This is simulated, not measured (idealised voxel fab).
Process module name: voxel released beams
In the cross-section labelled cut, the width is 160 nm and each square cell is 5 nm.
Square cells in a grid make up a cross-section in this document, and the grid is given as bands, listed from the top down, each one or more rows of cells. Per band: top height and bottom height in nm, followed by the left-to-right materials and their widths in nm; "edge to edge" marks a single material spanning edge to edge, "empty" marks empty space. Convention: height 0 is the level below which the wafer, as received, is all one material. The lowest band does not terminate at the bottom but continues downward, represented as "0..down". It should be noted that a width expressed as "30 to 40" varies in equal increments from row to row of cells within the band, taking the value of the first number at the top row and that of the second number at the bottom row. Given "all unchanged" for a step, no cell of the cross-section differs between before and after that step. In "Closed void listing" the enclosed voids are listed, meaning empty spaces of 8 cells or larger without any opening to the top. The form is width x height at distance, distance from the left edge, units nm. Whatever follows a step's settings on its line is a remark the simulator itself makes about that step. "overlay nm", when on a step's line for a step with a mask, measures how far to the right of its planned place the mask lay; a negative measure means to the left.

Steps in the process plan:
| 1 | RECEIVE | material Si |
| 2 | CONFORMAL_DEP | material Al2O3 | thk nm 10 |
| 3 | DIRECTIONAL_DEP | material SiO2 | thk nm 20 |
| 4 | PATTERN | tone open | mask id ANCHOR | material resist | width nm 30 | thk nm 15 | overlay nm 0 |
| 5 | DIRECTIONAL_ETCH | etch materials SiO2 | depth nm 20 |
| 6 | STRIP | etch materials resist |
| 7 | CONFORMAL_DEP | material SiN | thk nm 10 |
| 8 | PATTERN | tone cover | mask id BEAM | material resist | width nm 115 | thk nm 20 | overlay nm 0 |
| 9 | DIRECTIONAL_ETCH | etch materials SiN | depth nm 10 |
| 10 | STRIP | etch materials resist |
| 11 | STRIP | etch materials SiO2 |

Cross-section, incoming material, after step 1:
* 0..down = Si edge to edge
* Closed void listing: none

The plan above was carried out on the starting structure above with one mistake, and this cross-section shows the wafer at the end of the module:
* 40..30 = 20 of empty | 10 of SiN | 10 of empty | 95 of SiN | 25 of empty
* 30..20 = 20 of empty | 10 of SiN | 10 of empty | 10 of SiN | 110 of empty
* 20..10 = 20 of empty | 30 of SiN | 110 of empty
* 10..0 = Al2O3 edge to edge
* 0..down = Si edge to edge
* Closed void listing: none
Finding, execution versus plan: heads up, step 4 didn't go per plan, it actually ran as PATTERN | tone open | mask id ANCHOR | material resist | width nm 30 | thk nm 15 | overlay nm -5
